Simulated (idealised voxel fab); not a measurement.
Documented hereafter: the process module known as voxel gate over fins.
FYI the section here is cut, 225 nm wide, cells are 5 nm squares.
Cross-section spec: square-cell grid; bands listed top down; each band is one or more rows.
It is stipulated that each band's entry specify, in nanometres, the height of the top of the band and then that of its bottom, followed by the materials of the band in left-to-right sequence, each together with its width in nanometres. A single material marked by the word "all across" is understood to fill the band from edge to edge; the word "empty" is understood to denote empty space.
Height 0 is the level under which the wafer as received is all one material. The lowest band goes on downwards, as in "top 0, no bottom".
The two numbers in a width such as "30->40" mark its ends across the band: the first belongs to the top row of cells, the second to the bottom row, and from each row to the next the width moves by the same amount.
No cell of the cross-section changed in a step that is given as "no change occurred".
Any empty space of 8 cells or more lacking an open way to the top shows up in "Trapped cavities" as width x height at distance, distance from the left edge, in nm.
Past the settings on a step's line: simulator remark, on that step.
overlay nm, on a step with a mask: how far to the right of its planned place the mask lay; to the left if negative
Planned process steps
1 RECEIVE,material Si
2 CONFORMAL_DEP,material SiN,thk nm 5
3 PATTERN,tone cover,mask id FINS,material resist,width nm 15,pitch nm 40,thk nm 15,overlay nm -15
4 DIRECTIONAL_ETCH,etch materials SiN,depth nm 5
5 DIRECTIONAL_ETCH,etch materials Si,depth nm 40
6 STRIP,etch materials resist
7 OXIDIZE,depth nm 5
8 FILL_DEP,material SiO2,thk nm 10
9 CMP,height nm 5
10 SELECTIVE_ETCH,etch materials SiO2,depth nm 15
11 STRIP,etch materials SiN
12 CONFORMAL_DEP,material HfO2,thk nm 5
13 CONFORMAL_DEP,material TiN,thk nm 5
14 FILL_DEP,material W,thk nm 15
15 CMP,height nm 20
16 CONFORMAL_DEP,material SiCN,thk nm 5
The wafers in this document start out alike and differ in the overlay nm applied at step 3; the plan shows the value used for the first wafer.
First wafer of several, as received: cross-section after step 1
> top 0, no bottom: Si all across
> Trapped cavities: none
Each row below is a wafer at the end of the module, listing for every material the number of cells it has gained (+) or lost (-) since it was received, followed by its closed voids
overlay nm -15, +61 HfO2, -369 Si, +45 SiCN, +287 SiO2, +61 TiN, +140 W, Trapped cavities: none
overlay nm -10, +61 HfO2, -369 Si, +45 SiCN, +287 SiO2, +61 TiN, +140 W, Trapped cavities: none
overlay nm -5, +61 HfO2, -369 Si, +45 SiCN, +287 SiO2, +61 TiN, +140 W, Trapped cavities: none
overlay nm 0, +61 HfO2, -369 Si, +45 SiCN, +287 SiO2, +61 TiN, +140 W, Trapped cavities: none
overlay nm 5, +61 HfO2, -369 Si, +45 SiCN, +287 SiO2, +61 TiN, +140 W, Trapped cavities: none
overlay nm 10, +61 HfO2, -369 Si, +45 SiCN, +287 SiO2, +61 TiN, +140 W, Trapped cavities: none
overlay nm 15, +61 HfO2, -369 Si, +45 SiCN, +287 SiO2, +61 TiN, +140 W, Trapped cavities: none
